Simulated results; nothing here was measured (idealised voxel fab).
Process module name: voxel released beams
175 nm wide, 5 nm square cells: that's cross-section cut.
A cross-section in this document is a grid of square cells, and it is written down as bands, the top band listed before the ones below it; a band is made up of one or more rows of cells.
First you get the band's top height and its bottom height, in nm, and then the materials it's made of, left to right, with each width in nm. If you see a single material with "full width", that one covers the band edge to edge. "air" is empty space.
Beneath 0, the wafer as received is one material, and that level is where height counting begins. The lowest band goes on downward without a bottom; it is written like "0 -> down".
Width spec "30 to 40" -> top row of cells at first value, bottom row at second value, equal per-row change in between.
You'll sometimes find "left unchanged" written for a step, and that's the way of saying that nowhere in the cross-section did a cell change during that step.
The label "Enclosed void inventory" introduces a list of the empty spaces, 8 cells or larger, that have no open way up to the top; each entry in it reads width x height at distance, where the distance is taken from the left edge and all three are stated in nm.
On each step's line, the part that comes after the settings is the simulator's own comment on the step.
The "overlay nm" setting may appear on a step's line; for a step that uses a mask, it gives how far to the right of its planned position the mask lay, and a negative value indicates the left.

The planned process steps are enumerated hereunder
1,RECEIVE (material Si)
2,CONFORMAL_DEP (material SiN; thk nm 10)
3,DIRECTIONAL_DEP (material SiO2; thk nm 10)
4,MASKED_ETCH (tone open; mask id ANCHOR; width nm 25; etch materials SiO2; depth nm 10; overlay nm 0)
5,CONFORMAL_DEP (material W; thk nm 10)
6,PATTERN (tone cover; mask id BEAM; material resist; width nm 70; thk nm 15; overlay nm 0)
7,DIRECTIONAL_ETCH (etch materials W; depth nm 10)
8,STRIP (etch materials resist)
9,STRIP (etch materials SiO2)

Cross-section of the wafer as it came to us, i.e., already through step 1
    0 -> down | Si full width
    Enclosed void inventory: none

Wafer cross-section at module end: first of two, run to plan
    30 -> 20 | air=50, then W=15, then air=5, then W=50, then air=55
    20 -> 10 | air=55, then W=25, then air=95
    10 -> 0 | SiN full width
    0 -> down | Si full width
    Enclosed void inventory: none

Wafer two, end of module, cross-section. Same start, same plan as wafer one. One mistake in the run
    30 -> 20 | air=50, then W=40, then air=85
    20 -> 10 | air=45, then W=10, then SiO2=25, then W=40, then air=55
    10 -> 0 | SiN full width
    0 -> down | Si full width
    Enclosed void inventory: none
Finding, execution versus plan: rather than as planned, step 4 actually ran as MASKED_ETCH (tone cover; mask id ANCHOR; width nm 25; etch materials SiO2; depth nm 10; overlay nm 0)
End check, counted in cells, second wafer has more or fewer of these materials than the first: 10 more of SiO2
